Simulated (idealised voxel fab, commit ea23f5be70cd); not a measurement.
process module | voxel lift off
cross-section cut | 220 nm wide | cells 5 nm
A cross-section is a grid of square cells, given in bands from the top down. A band is one or more rows of cells.
Each band's line starts with the height of the band's top and of its bottom, in nm. Then come its materials from left to right, each with its width in nm. One material with "throughout" fills the band from edge to edge. "air" is empty space.
Height 0 is the level under which the wafer as received is all one material. The lowest band goes on downwards, as in "0 down".
A width such as "30 to 40" changes by the same amount from each row of cells to the next, from the band's top row to its bottom row.
"no change" after a step means that no cell of the cross-section changed.
closed voids: empty space of 8 cells or more with no open way to the top, each as width x height at its distance from the left edge, in nm
after a step's settings: what the simulator itself notes on the step
overlay nm, on a step with a mask: how far to the right of its planned place the mask lay; to the left if negative
plan
1 op RECEIVE | material Si
2 op CONFORMAL_DEP | material SiO2 | thk nm 15
3 op PATTERN | tone open | mask id LINES | material resist | width nm 15 | pitch nm 40 | thk nm 25 | overlay nm 0
4 op DIRECTIONAL_DEP | material Ru | thk nm 10
5 op STRIP | etch materials resist
6 op CONFORMAL_DEP | material SiCN | thk nm 10
varied across the wafers: width nm of step 3. The plan shows the first wafer's value. All wafers start alike
first wafer as received, after step 1
  0 down: Si throughout
  closed voids: none
each wafer at the end: cells of each material gained (+) or lost (-) since it was received, then its closed voids
width nm 15 | +18 Ru | +112 SiCN | +132 SiO2 | closed voids: none
width nm 20 | +24 Ru | +112 SiCN | +132 SiO2 | closed voids: none
width nm 25 | +30 Ru | +108 SiCN | +132 SiO2 | closed voids: none
